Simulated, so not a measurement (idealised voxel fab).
process module | voxel released beams
cross-section cut | 300 nm wide | cells 5 nm
A cross-section is a grid of square cells, given in bands from the top down. A band is one or more rows of cells.
Each band's line starts with the height of the band's top and of its bottom, in nm. Then come its materials from left to right, each with its width in nm. One material with "throughout" fills the band from edge to edge. "air" is empty space.
Height 0 is the level under which the wafer as received is all one material. The lowest band goes on downwards, as in "0 down".
A width such as "30 to 40" changes by the same amount from each row of cells to the next, from the band's top row to its bottom row.
"no change" after a step means that no cell of the cross-section changed.
closed voids: empty space of 8 cells or more with no open way to the top, each as width x height at its distance from the left edge, in nm
after a step's settings: what the simulator itself notes on the step
overlay nm, on a step with a mask: how far to the right of its planned place the mask lay; to the left if negative
plan
1 op RECEIVE | material Si
2 op CONFORMAL_DEP | material Al2O3 | thk nm 10
3 op DIRECTIONAL_DEP | material SiO2 | thk nm 15
4 op MASKED_ETCH | tone open | mask id ANCHOR | width nm 35 | etch materials SiO2 | depth nm 15 | overlay nm 0
5 op CONFORMAL_DEP | material W | thk nm 10
6 op PATTERN | tone cover | mask id BEAM | material resist | width nm 100 | thk nm 20 | overlay nm 0
7 op DIRECTIONAL_ETCH | etch materials W | depth nm 10
8 op STRIP | etch materials resist
9 op STRIP | etch materials SiO2
as received, after step 1
  0 down: Si throughout
  closed voids: none
a wafer at the end: this start, this plan, one mistake
  35 to 25: air 95 | W 5 | air 15 | W 80 | air 105
  25 to 20: air 90 | W 10 | air 15 | W 10 | air 175
  20 to 10: air 90 | W 35 | air 175
  10 to 0: Al2O3 throughout
  0 down: Si throughout
  closed voids: none
what went wrong: step 4 ran as: op MASKED_ETCH | tone open | mask id ANCHOR | width nm 35 | etch materials SiO2 | depth nm 15 | overlay nm -10
